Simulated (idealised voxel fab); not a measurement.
Proc. module: voxel self aligned contacts
This is section cut - it's 205 nm across, gridded in 5 nm square cells.
Cross-section = grid of square cells, listed top down in bands; band = one or more rows. What a band's entry tells you: where the top is and where the bottom is, as heights in nm, and after that what lies inside, material by material from left to right, each with its width in nm. Empty space is written as the word "air", and a single material marked with the word "everywhere" occupies the band from edge to edge. Below 0: as-received wafer, all one material; heights counted from there. Lowest band: no bottom, goes on down, written "from 0 down". The width entry "30..40" should be interpreted row by row: the top row of cells in the band takes the first number, the bottom row takes the second number, and the change between adjacent rows is uniform throughout. Take "remained the same" at face value: in the step it is given for, the cross-section changed in none of its cells. Trapped voids: empty space of 8 cells or more with no open way to the top, each as width x height at its distance from the left edge, in nm. Past the settings on a step's line: simulator remark, on that step. "overlay nm", when on a step's line for a step with a mask, measures how far to the right of its planned place the mask lay; a negative measure means to the left.
[Planned process steps]
- 1: RECEIVE | material Si
- 2: OXIDIZE | depth nm 5
- 3: DIRECTIONAL_DEP | material polySi | thk nm 30
- 4: DIRECTIONAL_DEP | material SiN | thk nm 20
- 5: MASKED_ETCH | tone cover | mask id GATE | width nm 25 | pitch nm 60 | etch materials SiN | depth nm 20 | overlay nm 0
- 6: MASKED_ETCH | tone cover | mask id GATE | width nm 25 | pitch nm 60 | etch materials polySi | depth nm 30 | overlay nm 0
- 7: CONFORMAL_DEP | material SiN | thk nm 5
- 8: DIRECTIONAL_ETCH | etch materials SiN | depth nm 5
- 9: FILL_DEP | material SiO2 | thk nm 20
- 10: CMP | height nm 60
- 11: PATTERN | tone open | mask id CONTACT | material resist | width nm 45 | thk nm 20 | overlay nm 0
- 12: DIRECTIONAL_ETCH | etch materials SiO2 | depth nm 65
- 13: STRIP | etch materials resist
- 14: CONFORMAL_DEP | material TiN | thk nm 5
- 15: FILL_DEP | material W | thk nm 5
- 16: CMP | height nm 60
- 17: CONFORMAL_DEP | material SiN | thk nm 5
[First of the two wafers, run per plan]
[Cross-sectional view of the wafer in its as-received condition, corresponding to the state after step 1]
- from 0 down  Si everywhere
- Trapped voids: none
[after step 2]
- from 0 to -5  SiO2 everywhere
- Heights below -5 show no change.
[after step 3]
- from 30 to 0  polySi everywhere
- Heights below 0 show no change.
[after step 4]
- from 50 to 30  SiN everywhere
- Heights below 30 show no change.
[after step 5]
- from 50 to 30  air=60 / SiN=25 / air=35 / SiN=25 / air=60
- Heights below 30 show no change.
[after step 6]
- from 50 to 30  air=60 / SiN=25 / air=35 / SiN=25 / air=60
- from 30 to 0  air=60 / polySi=25 / air=35 / polySi=25 / air=60
- Heights below 0 show no change.
[after step 7]
- from 55 to 30  air=55 / SiN=35 / air=25 / SiN=35 / air=55
- from 30 to 5  air=55 / SiN=5 / polySi=25 / SiN=5 / air=25 / SiN=5 / polySi=25 / SiN=5 / air=55
- from 5 to 0  SiN=60 / polySi=25 / SiN=35 / polySi=25 / SiN=60
- Heights below 0 show no change.
[after step 8]
- from 50 to 30  air=55 / SiN=35 / air=25 / SiN=35 / air=55
- from 30 to 0  air=55 / SiN=5 / polySi=25 / SiN=5 / air=25 / SiN=5 / polySi=25 / SiN=5 / air=55
- Heights below 0 show no change.
[after step 9]
- from 70 to 50  SiO2 everywhere
- from 50 to 30  SiO2=55 / SiN=35 / SiO2=25 / SiN=35 / SiO2=55
- from 30 to 0  SiO2=55 / SiN=5 / polySi=25 / SiN=5 / SiO2=25 / SiN=5 / polySi=25 / SiN=5 / SiO2=55
- Heights below 0 show no change.
[after step 10]
- from 60 to 50  SiO2 everywhere
- Heights below 50 show no change.
[after step 11]
- from 80 to 60  resist=80 / air=45 / resist=80
- Heights below 60 show no change.
[after step 12]
- from 80 to 60  resist=80 / air=45 / resist=80
- from 60 to 50  SiO2=80 / air=45 / SiO2=80
- from 50 to 30  SiO2=55 / SiN=35 / air=25 / SiN=35 / SiO2=55
- from 30 to 0  SiO2=55 / SiN=5 / polySi=25 / SiN=5 / air=25 / SiN=5 / polySi=25 / SiN=5 / SiO2=55
- from 0 to -5  SiO2=90 / air=25 / SiO2=90
- Heights below -5 show no change.
[after step 13]
- from 60 to 50  SiO2=80 / air=45 / SiO2=80
- Heights below 50 show no change.
[after step 14]
- from 65 to 60  TiN=85 / air=35 / TiN=85
- from 60 to 50  SiO2=80 / TiN=5..15 / air=35..15 / TiN=5..15 / SiO2=80
- from 50 to 30  SiO2=55 / SiN=35 / TiN=5 / air=15 / TiN=5 / SiN=35 / SiO2=55
- from 30 to 0  SiO2=55 / SiN=5 / polySi=25 / SiN=5 / TiN=5 / air=15 / TiN=5 / SiN=5 / polySi=25 / SiN=5 / SiO2=55
- from 0 to -5  SiO2=90 / TiN=25 / SiO2=90
- Heights below -5 show no change.
[after step 15]
- from 70 to 65  W everywhere
- from 65 to 60  TiN=85 / W=35 / TiN=85
- from 60 to 50  SiO2=80 / TiN=5..15 / W=35..15 / TiN=5..15 / SiO2=80
- from 50 to 30  SiO2=55 / SiN=35 / TiN=5 / W=15 / TiN=5 / SiN=35 / SiO2=55
- from 30 to 0  SiO2=55 / SiN=5 / polySi=25 / SiN=5 / TiN=5 / W=15 / TiN=5 / SiN=5 / polySi=25 / SiN=5 / SiO2=55
- Heights below 0 show no change.
[after step 16]
- from 60 to 50  SiO2=80 / TiN=5..15 / W=35..15 / TiN=5..15 / SiO2=80
- Heights below 50 show no change.
[after step 17]
- from 65 to 60  SiN everywhere
- Heights below 60 show no change.
[second wafer: like start, like plan, one mistake. Through step 2 it matches the first wafer]
[Cross-section of the second wafer at the time step 3 of the plan should have ended]
- from 60 to 0  polySi everywhere
- Heights below 0 show no change.
[Cross-section of the second wafer at the time step 4 of the plan should have ended]
- from 80 to 60  SiN everywhere
- Heights below 60 show no change.
[Cross-section of the second wafer at the time step 5 of the plan should have ended]
- from 80 to 60  air=60 / SiN=25 / air=35 / SiN=25 / air=60
- Heights below 60 show no change.
[Cross-section of the second wafer at the time step 6 of the plan should have ended]
- from 80 to 60  air=60 / SiN=25 / air=35 / SiN=25 / air=60
- from 60 to 30  air=60 / polySi=25 / air=35 / polySi=25 / air=60
- Heights below 30 show no change.
[Cross-section of the second wafer at the time step 7 of the plan should have ended]
- from 85 to 60  air=55 / SiN=35 / air=25 / SiN=35 / air=55
- from 60 to 35  air=55 / SiN=5 / polySi=25 / SiN=5 / air=25 / SiN=5 / polySi=25 / SiN=5 / air=55
- from 35 to 30  SiN=60 / polySi=25 / SiN=35 / polySi=25 / SiN=60
- Heights below 30 show no change.
[Cross-section of the second wafer at the time step 8 of the plan should have ended]
- from 80 to 60  air=55 / SiN=35 / air=25 / SiN=35 / air=55
- from 60 to 30  air=55 / SiN=5 / polySi=25 / SiN=5 / air=25 / SiN=5 / polySi=25 / SiN=5 / air=55
- Heights below 30 show no change.
[Cross-section of the second wafer at the time step 9 of the plan should have ended]
- from 100 to 80  SiO2 everywhere
- from 80 to 60  SiO2=55 / SiN=35 / SiO2=25 / SiN=35 / SiO2=55
- from 60 to 30  SiO2=55 / SiN=5 / polySi=25 / SiN=5 / SiO2=25 / SiN=5 / polySi=25 / SiN=5 / SiO2=55
- Heights below 30 show no change.
[Cross-section of the second wafer at the time step 10 of the plan should have ended]
- from 60 to 30  SiO2=55 / SiN=5 / polySi=25 / SiN=5 / SiO2=25 / SiN=5 / polySi=25 / SiN=5 / SiO2=55
- Heights below 30 show no change.
[Cross-section of the second wafer at the time step 11 of the plan should have ended]
- from 80 to 60  resist=80 / air=45 / resist=80
- Heights below 60 show no change.
[Cross-section of the second wafer at the time step 12 of the plan should have ended]
- from 80 to 60  resist=80 / air=45 / resist=80
- from 60 to 30  SiO2=55 / SiN=5 / polySi=25 / SiN=5 / air=25 / SiN=5 / polySi=25 / SiN=5 / SiO2=55
- Heights below 30 show no change.
[Cross-section of the second wafer at the time step 13 of the plan should have ended]
- from 60 to 30  SiO2=55 / SiN=5 / polySi=25 / SiN=5 / air=25 / SiN=5 / polySi=25 / SiN=5 / SiO2=55
- Heights below 30 show no change.
[Cross-section of the second wafer at the time step 14 of the plan should have ended]
- from 65 to 60  TiN=95 / air=15 / TiN=95
- from 60 to 35  SiO2=55 / SiN=5 / polySi=25 / SiN=5 / TiN=5 / air=15 / TiN=5 / SiN=5 / polySi=25 / SiN=5 / SiO2=55
- from 35 to 30  SiO2=55 / SiN=5 / polySi=25 / SiN=5 / TiN=25 / SiN=5 / polySi=25 / SiN=5 / SiO2=55
- Heights below 30 show no change.
[Cross-section of the second wafer at the time step 15 of the plan should have ended]
- from 70 to 65  W everywhere
- from 65 to 60  TiN=95 / W=15 / TiN=95
- from 60 to 35  SiO2=55 / SiN=5 / polySi=25 / SiN=5 / TiN=5 / W=15 / TiN=5 / SiN=5 / polySi=25 / SiN=5 / SiO2=55
- Heights below 35 show no change.
[Cross-section of the second wafer at the time step 16 of the plan should have ended]
- from 60 to 35  SiO2=55 / SiN=5 / polySi=25 / SiN=5 / TiN=5 / W=15 / TiN=5 / SiN=5 / polySi=25 / SiN=5 / SiO2=55
- Heights below 35 show no change.
[Cross-section of the second wafer at the time step 17 of the plan should have ended]
- from 65 to 60  SiN everywhere
- Heights below 60 show no change.
What broke from the plan during processing? heads up, step 3 of the plan got done twice
End check, counted in cells, second wafer has more or fewer of these materials than the first: 56 fewer of SiN | 147 fewer of SiO2 | 18 fewer of TiN | 25 fewer of W | 246 more of polySi
